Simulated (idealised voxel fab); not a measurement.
Proc. module: voxel double patterning
In the cross-section labelled cut, the width is 270 nm and each square cell is 5 nm.
Cross-section, as written here: a square-cell grid given band by band from the top down, where a band holds one or more rows of cells.
Band: top and bottom heights (nm) first, top before bottom; then materials from left to right, widths in nm. "throughout" marks a sole material filling the band edge to edge. "air" denotes empty space.
The level at which height equals 0 is the one under which the wafer, as it arrives, is entirely one material. No lower edge exists for the bottom band, which continues downward and is notated as in "top 0, no bottom".
A width such as "30 to 40" changes by the same amount from each row of cells to the next, from the band's top row to its bottom row.
"nothing got changed", as given for a step, is the statement that not any cell of the cross-section underwent a change during that step.
The entry titled "Voids, enclosed" provides the empty spaces that have no open way to the top, restricted to those of 8 cells or more. Each is presented as width x height at distance, the distance being measured from the left edge, with all three in nm.
What comes after the settings on a step's line is commentary from the simulator itself on that step.
Regarding "overlay nm": on a step with a mask, it is the distance the mask lay to the right of its planned place; a negative value places it to the left.

**The planned process steps are enumerated hereunder**
1) RECEIVE, material Si
2) CONFORMAL_DEP, material SiN, thk nm 5
3) DIRECTIONAL_DEP, material SiO2, thk nm 15
4) DIRECTIONAL_DEP, material SiCN, thk nm 5
5) PATTERN, tone open, mask id FIRST, material resist, width nm 15, pitch nm 50, thk nm 20, overlay nm 0
6) DIRECTIONAL_ETCH, etch materials SiCN, depth nm 5
7) STRIP, etch materials resist
8) PATTERN, tone open, mask id SECOND, material resist, width nm 15, thk nm 20, overlay nm 0
9) DIRECTIONAL_ETCH, etch materials SiCN, depth nm 5
10) STRIP, etch materials resist
11) DIRECTIONAL_ETCH, etch materials SiO2, depth nm 15
12) STRIP, etch materials SiCN

**Shown in cross-section is the wafer as received, that is, as it stands after step 1**
	top 0, no bottom = Si throughout
	Voids, enclosed: none

**End-of-module cross-section of the first of two wafers, processed as planned**
	top 20, bottom 5 = 100 SiO2; 15 air; 10 SiO2; 15 air; 10 SiO2; 15 air; 105 SiO2
	top 5, bottom 0 = SiN throughout
	top 0, no bottom = Si throughout
	Voids, enclosed: none

**End of module, second wafer, cross-section. Started like the first, planned like the first, run with one mistake**
	top 15, bottom 0 = 100 SiO2; 15 air; 10 SiO2; 15 air; 10 SiO2; 15 air; 105 SiO2
	top 0, no bottom = Si throughout
	Voids, enclosed: none
Diagnosis: step 2 of the plan was omitted and not executed
In the final state, the cell counts of the second wafer exceed or fall short of those of the first for the following materials: 54 fewer of SiN
